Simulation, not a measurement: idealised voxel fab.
process module | voxel transistor to metal
cross-section cut | 165 nm wide | cells 5 nm
A cross-section is a grid of square cells, given in bands from the top down. A band is one or more rows of cells.
Each band's line starts with the height of the band's top and of its bottom, in nm. Then come its materials from left to right, each with its width in nm. One material with "throughout" fills the band from edge to edge. "air" is empty space.
Height 0 is the level under which the wafer as received is all one material. The lowest band goes on downwards, as in "0 down".
A width such as "30 to 40" changes by the same amount from each row of cells to the next, from the band's top row to its bottom row.
"no change" after a step means that no cell of the cross-section changed.
closed voids: empty space of 8 cells or more with no open way to the top, each as width x height at its distance from the left edge, in nm
after a step's settings: what the simulator itself notes on the step
overlay nm, on a step with a mask: how far to the right of its planned place the mask lay; to the left if negative
plan
1 op RECEIVE | material Si
2 op CONFORMAL_DEP | material SiO2 | thk nm 5
3 op CONFORMAL_DEP | material SiN | thk nm 10
4 op MASKED_ETCH | tone cover | mask id ACTIVE | width nm 105 | etch materials SiN | depth nm 10 | overlay nm 0
5 op MASKED_ETCH | tone cover | mask id ACTIVE | width nm 105 | etch materials SiO2 | depth nm 5 | overlay nm 0
6 op MASKED_ETCH | tone cover | mask id ACTIVE | width nm 105 | etch materials Si | depth nm 30 | overlay nm 0
7 op FILL_DEP | material SiO2 | thk nm 5
8 op CMP | height nm 15
9 op SELECTIVE_ETCH | etch materials SiO2 | depth nm 10
10 op STRIP | etch materials SiN
11 op SELECTIVE_ETCH | etch materials SiO2 | depth nm 5
12 op OXIDIZE | depth nm 5
13 op DIRECTIONAL_DEP | material polySi | thk nm 25
14 op DIRECTIONAL_DEP | material SiCN | thk nm 15
15 op PATTERN | tone cover | mask id GATE | material resist | width nm 15 | thk nm 20 | overlay nm 0
16 op DIRECTIONAL_ETCH | etch materials SiCN | depth nm 25
17 op DIRECTIONAL_ETCH | etch materials polySi | depth nm 35
18 op STRIP | etch materials resist
19 op CONFORMAL_DEP | material SiO2 | thk nm 5
20 op DIRECTIONAL_ETCH | etch materials SiO2 | depth nm 5
21 op CONFORMAL_DEP | material SiN | thk nm 5
22 op DIRECTIONAL_ETCH | etch materials SiN | depth nm 5
23 op DIRECTIONAL_ETCH | etch materials SiO2 | depth nm 5
24 op DIRECTIONAL_ETCH | etch materials Si | depth nm 10
25 op EPI | material pSi | thk nm 15
26 op FILL_DEP | material SiO2 | thk nm 5
27 op CMP | height nm 40
28 op DIRECTIONAL_DEP | material SiO2 | thk nm 10
29 op DIRECTIONAL_DEP | material aC | thk nm 10
30 op PATTERN | tone open | mask id CONTACT | material resist | width nm 30 | pitch nm 55 | thk nm 25 | overlay nm 0
31 op DIRECTIONAL_ETCH | etch materials aC | depth nm 10
32 op STRIP | etch materials resist
33 op DIRECTIONAL_ETCH | etch materials SiO2 | depth nm 50
34 op STRIP | etch materials aC
35 op CONFORMAL_DEP | material TiN | thk nm 5
36 op FILL_DEP | material W | thk nm 10
37 op CMP | height nm 50
38 op DIRECTIONAL_DEP | material TiN | thk nm 5
39 op DIRECTIONAL_DEP | material W | thk nm 20
40 op MASKED_ETCH | tone cover | mask id METAL_1 | width nm 15 | pitch nm 70 | etch materials W | depth nm 20 | overlay nm 0
41 op MASKED_ETCH | tone cover | mask id METAL_1 | width nm 15 | pitch nm 70 | etch materials TiN | depth nm 5 | overlay nm 0
42 op FILL_DEP | material lowk | thk nm 10
43 op CMP | height nm 75
44 op CONFORMAL_DEP | material SiCN | thk nm 5
45 op DIRECTIONAL_DEP | material lowk | thk nm 25
46 op MASKED_ETCH | tone open | mask id METAL_2 | width nm 15 | pitch nm 70 | etch materials lowk | depth nm 15 | overlay nm 0
47 op MASKED_ETCH | tone open | mask id METAL_2_HOLES | width nm 15 | pitch nm 70 | etch materials lowk | depth nm 10 | overlay nm 0
48 op MASKED_ETCH | tone open | mask id METAL_2_HOLES | width nm 15 | pitch nm 70 | etch materials SiCN | depth nm 5 | overlay nm 0
49 op CONFORMAL_DEP | material TiN | thk nm 5
50 op FILL_DEP | material Cu | thk nm 10
51 op CMP | height nm 105
52 op CONFORMAL_DEP | material SiCN | thk nm 5
as received, after step 1
  0 down: Si throughout
  closed voids: none
first wafer at the end, as planned
  110 to 105: SiCN throughout
  105 to 80: lowk 40 | TiN 5 | Cu 5 | TiN 5 | lowk 55 | TiN 5 | Cu 5 | TiN 5 | lowk 40
  80 to 75: SiCN 40 | TiN 15 | SiCN 55 | TiN 15 | SiCN 40
  75 to 55: lowk 40 | W 15 | lowk 55 | W 15 | lowk 40
  55 to 50: lowk 40 | TiN 15 | lowk 55 | TiN 15 | lowk 40
  50 to 40: SiO2 40 | TiN 5 | W 20 to 15 | TiN 5 to 10 | SiO2 25 | TiN 5 to 10 | W 20 to 15 | TiN 5 | SiO2 40
  40 to 25: SiO2 40 | TiN 5 | W 15 | TiN 5 | SiN 5 | SiO2 5 | SiCN 15 | SiO2 5 | SiN 5 | TiN 5 | W 15 | TiN 5 | SiO2 40
  25 to 15: SiO2 40 | TiN 5 | W 15 | TiN 5 | SiN 5 | SiO2 5 | polySi 15 | SiO2 5 | SiN 5 | TiN 5 | W 15 | TiN 5 | SiO2 40
  15 to 10: SiO2 40 | TiN 25 | SiN 5 | SiO2 5 | polySi 15 | SiO2 5 | SiN 5 | TiN 25 | SiO2 40
  10 to 0: SiO2 40 | TiN 10 | pSi 15 | SiN 5 | SiO2 5 | polySi 15 | SiO2 5 | SiN 5 | pSi 15 | TiN 10 | SiO2 40
  0 to -5: SiO2 25 | pSi 40 | SiO2 35 | pSi 40 | SiO2 25
  -5 to -15: SiO2 30 | pSi 35 | Si 35 | pSi 35 | SiO2 30
  -15 to -30: SiO2 30 | Si 105 | SiO2 30
  -30 down: Si throughout
  closed voids: none
second wafer at the end: like start, like plan, one mistake
  110 to 105: SiCN throughout
  105 to 95: lowk 35 | TiN 5 to 10 | Cu 15 to 5 | TiN 5 to 10 | lowk 45 | TiN 5 to 10 | Cu 15 to 5 | TiN 5 to 10 | lowk 35
  95 to 80: lowk 40 | TiN 5 | Cu 5 | TiN 5 | lowk 55 | TiN 5 | Cu 5 | TiN 5 | lowk 40
  80 to 75: SiCN 40 | TiN 15 | SiCN 55 | TiN 15 | SiCN 40
  75 to 55: lowk 40 | W 15 | lowk 55 | W 15 | lowk 40
  55 to 50: lowk 40 | TiN 15 | lowk 55 | TiN 15 | lowk 40
  50 to 40: SiO2 40 | TiN 5 | W 20 to 15 | TiN 5 to 10 | SiO2 25 | TiN 5 to 10 | W 20 to 15 | TiN 5 | SiO2 40
  40 to 25: SiO2 40 | TiN 5 | W 15 | TiN 5 | SiN 5 | SiO2 5 | SiCN 15 | SiO2 5 | SiN 5 | TiN 5 | W 15 | TiN 5 | SiO2 40
  25 to 15: SiO2 40 | TiN 5 | W 15 | TiN 5 | SiN 5 | SiO2 5 | polySi 15 | SiO2 5 | SiN 5 | TiN 5 | W 15 | TiN 5 | SiO2 40
  15 to 10: SiO2 40 | TiN 25 | SiN 5 | SiO2 5 | polySi 15 | SiO2 5 | SiN 5 | TiN 25 | SiO2 40
  10 to 0: SiO2 40 | TiN 10 | pSi 15 | SiN 5 | SiO2 5 | polySi 15 | SiO2 5 | SiN 5 | pSi 15 | TiN 10 | SiO2 40
  0 to -5: SiO2 25 | pSi 40 | SiO2 35 | pSi 40 | SiO2 25
  -5 to -15: SiO2 30 | pSi 35 | Si 35 | pSi 35 | SiO2 30
  -15 to -30: SiO2 30 | Si 105 | SiO2 30
  -30 down: Si throughout
  closed voids: none
what went wrong: step 47 ran as: op MASKED_ETCH | tone open | mask id METAL_2_HOLES | width nm 25 | pitch nm 70 | etch materials lowk | depth nm 10 | overlay nm 0
at the end the second wafer has, in cells: 4 more of Cu | 4 more of TiN | 8 fewer of lowk
